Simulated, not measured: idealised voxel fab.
process module | voxel transistor to metal
cross-section cut | 145 nm wide | cells 5 nm
A cross-section is a grid of square cells, given in bands from the top down. A band is one or more rows of cells.
Each band's line starts with the height of the band's top and of its bottom, in nm. Then come its materials from left to right, each with its width in nm. One material with "throughout" fills the band from edge to edge. "air" is empty space.
Height 0 is the level under which the wafer as received is all one material. The lowest band goes on downwards, as in "0 down".
A width such as "30 to 40" changes by the same amount from each row of cells to the next, from the band's top row to its bottom row.
"no change" after a step means that no cell of the cross-section changed.
closed voids: empty space of 8 cells or more with no open way to the top, each as width x height at its distance from the left edge, in nm
after a step's settings: what the simulator itself notes on the step
overlay nm, on a step with a mask: how far to the right of its planned place the mask lay; to the left if negative
plan
1 op RECEIVE | material Si
2 op CONFORMAL_DEP | material SiO2 | thk nm 5
3 op CONFORMAL_DEP | material SiN | thk nm 10
4 op MASKED_ETCH | tone cover | mask id ACTIVE | width nm 95 | etch materials SiN | depth nm 10 | overlay nm 0
5 op MASKED_ETCH | tone cover | mask id ACTIVE | width nm 95 | etch materials SiO2 | depth nm 5 | overlay nm 0
6 op MASKED_ETCH | tone cover | mask id ACTIVE | width nm 95 | etch materials Si | depth nm 35 | overlay nm 0
7 op OXIDIZE | depth nm 5
8 op FILL_DEP | material SiO2 | thk nm 15
9 op CMP | height nm 15
10 op SELECTIVE_ETCH | etch materials SiO2 | depth nm 10
11 op STRIP | etch materials SiN
12 op SELECTIVE_ETCH | etch materials SiO2 | depth nm 5
13 op OXIDIZE | depth nm 5
14 op DIRECTIONAL_DEP | material polySi | thk nm 30
15 op DIRECTIONAL_DEP | material SiCN | thk nm 10
16 op MASKED_ETCH | tone cover | mask id GATE | width nm 25 | etch materials SiCN | depth nm 20 | overlay nm 0
17 op MASKED_ETCH | tone cover | mask id GATE | width nm 25 | etch materials polySi | depth nm 40 | overlay nm 0
18 op CONFORMAL_DEP | material SiN | thk nm 5
19 op DIRECTIONAL_ETCH | etch materials SiN | depth nm 5
20 op DIRECTIONAL_ETCH | etch materials SiO2 | depth nm 5
21 op EPI | material SiGe | thk nm 5
22 op FILL_DEP | material SiO2 | thk nm 5
23 op CMP | height nm 40
24 op DIRECTIONAL_DEP | material SiO2 | thk nm 10
25 op PATTERN | tone open | mask id CONTACT | material resist | width nm 15 | pitch nm 70 | thk nm 20 | overlay nm 0
26 op DIRECTIONAL_ETCH | etch materials SiO2 | depth nm 50
27 op STRIP | etch materials resist
28 op CONFORMAL_DEP | material TiN | thk nm 5
29 op FILL_DEP | material W | thk nm 10
30 op CMP | height nm 50
31 op CONFORMAL_DEP | material SiCN | thk nm 5
32 op DIRECTIONAL_DEP | material lowk | thk nm 25
33 op DIRECTIONAL_DEP | material aC | thk nm 15
34 op PATTERN | tone open | mask id METAL_1 | material resist | width nm 15 | pitch nm 70 | thk nm 30 | overlay nm 0
35 op DIRECTIONAL_ETCH | etch materials aC | depth nm 15
36 op STRIP | etch materials resist
37 op DIRECTIONAL_ETCH | etch materials lowk | depth nm 25
38 op DIRECTIONAL_ETCH | etch materials SiCN | depth nm 5
39 op STRIP | etch materials aC
40 op CONFORMAL_DEP | material TiN | thk nm 5
41 op FILL_DEP | material Ru | thk nm 10
42 op CMP | height nm 80
43 op CONFORMAL_DEP | material SiCN | thk nm 5
44 op DIRECTIONAL_DEP | material lowk | thk nm 35
45 op PATTERN | tone open | mask id METAL_2 | material resist | width nm 15 | pitch nm 70 | thk nm 15 | overlay nm 0
46 op DIRECTIONAL_ETCH | etch materials lowk | depth nm 20
47 op STRIP | etch materials resist
48 op MASKED_ETCH | tone open | mask id METAL_2_HOLES | width nm 15 | pitch nm 70 | etch materials lowk | depth nm 15 | overlay nm 0
49 op MASKED_ETCH | tone open | mask id METAL_2_HOLES | width nm 15 | pitch nm 70 | etch materials SiCN | depth nm 5 | overlay nm 0
50 op CONFORMAL_DEP | material TiN | thk nm 5
51 op FILL_DEP | material Ru | thk nm 10
52 op CMP | height nm 120
53 op CONFORMAL_DEP | material SiN | thk nm 5
varied across the wafers: width nm of step 25. The plan shows the first wafer's value. All wafers start alike
first wafer as received, after step 1
  0 down: Si throughout
  closed voids: none
first wafer at the end, after step 53
  125 to 120: SiN throughout
  120 to 85: lowk 30 | TiN 5 | Ru 5 | TiN 5 | lowk 55 | TiN 5 | Ru 5 | TiN 5 | lowk 30
  85 to 80: SiCN 30 | TiN 15 | SiCN 55 | TiN 15 | SiCN 30
  80 to 55: lowk 30 | TiN 5 | Ru 5 | TiN 5 | lowk 55 | TiN 5 | Ru 5 | TiN 5 | lowk 30
  55 to 50: SiCN 30 | TiN 15 | SiCN 55 | TiN 15 | SiCN 30
  50 to 40: SiO2 30 | TiN 5 | W 5 | TiN 5 | SiO2 55 | TiN 5 | W 5 | TiN 5 | SiO2 30
  40 to 30: SiO2 30 | TiN 5 | W 5 | TiN 5 | SiO2 10 | SiN 5 | SiCN 25 | SiN 5 | SiO2 10 | TiN 5 | W 5 | TiN 5 | SiO2 30
  30 to 5: SiO2 30 | TiN 5 | W 5 | TiN 5 | SiO2 10 | SiN 5 | polySi 25 | SiN 5 | SiO2 10 | TiN 5 | W 5 | TiN 5 | SiO2 30
  5 to 0: SiO2 30 | TiN 15 | SiO2 10 | SiN 5 | polySi 25 | SiN 5 | SiO2 10 | TiN 15 | SiO2 30
  0 to -5: SiO2 25 | SiGe 30 | SiO2 35 | SiGe 30 | SiO2 25
  -5 to -40: SiO2 30 | Si 85 | SiO2 30
  -40 down: Si throughout
  closed voids: none
last wafer at the end
  125 to 120: SiN throughout
  120 to 85: lowk 30 | TiN 5 | Ru 5 | TiN 5 | lowk 55 | TiN 5 | Ru 5 | TiN 5 | lowk 30
  85 to 80: SiCN 30 | TiN 15 | SiCN 55 | TiN 15 | SiCN 30
  80 to 55: lowk 30 | TiN 5 | Ru 5 | TiN 5 | lowk 55 | TiN 5 | Ru 5 | TiN 5 | lowk 30
  55 to 50: SiCN 30 | TiN 15 | SiCN 55 | TiN 15 | SiCN 30
  50 to 40: SiO2 25 | TiN 5 | W 20 | TiN 5 | SiO2 40 | TiN 5 | W 20 | TiN 5 | SiO2 20
  40 to 30: SiO2 25 | TiN 5 | W 20 | TiN 5 | SiN 5 | SiCN 25 | SiN 5 | SiO2 5 | TiN 5 | W 20 | TiN 5 | SiO2 20
  30 to 5: SiO2 25 | TiN 5 | W 20 | TiN 5 | SiN 5 | polySi 25 | SiN 5 | SiO2 5 | TiN 5 | W 20 | TiN 5 | SiO2 20
  5 to 0: SiO2 25 | TiN 30 | SiN 5 | polySi 25 | SiN 5 | SiO2 5 | TiN 30 | SiO2 20
  0 to -5: SiO2 25 | SiGe 30 | SiO2 35 | SiGe 30 | SiO2 25
  -5 to -40: SiO2 30 | Si 85 | SiO2 30
  -40 down: Si throughout
  closed voids: none
each wafer at the end: cells of each material gained (+) or lost (-) since it was received, then its closed voids
width nm 15 | +24 Ru | -113 Si | +56 SiCN | +12 SiGe | +45 SiN | +275 SiO2 | +102 TiN | +18 W | +276 lowk | +30 polySi | closed voids: none
width nm 20 | +24 Ru | -113 Si | +56 SiCN | +12 SiGe | +45 SiN | +255 SiO2 | +104 TiN | +36 W | +276 lowk | +30 polySi | closed voids: none
width nm 25 | +24 Ru | -113 Si | +56 SiCN | +12 SiGe | +45 SiN | +235 SiO2 | +106 TiN | +54 W | +276 lowk | +30 polySi | closed voids: none
width nm 30 | +24 Ru | -113 Si | +56 SiCN | +12 SiGe | +45 SiN | +215 SiO2 | +108 TiN | +72 W | +276 lowk | +30 polySi | closed voids: none
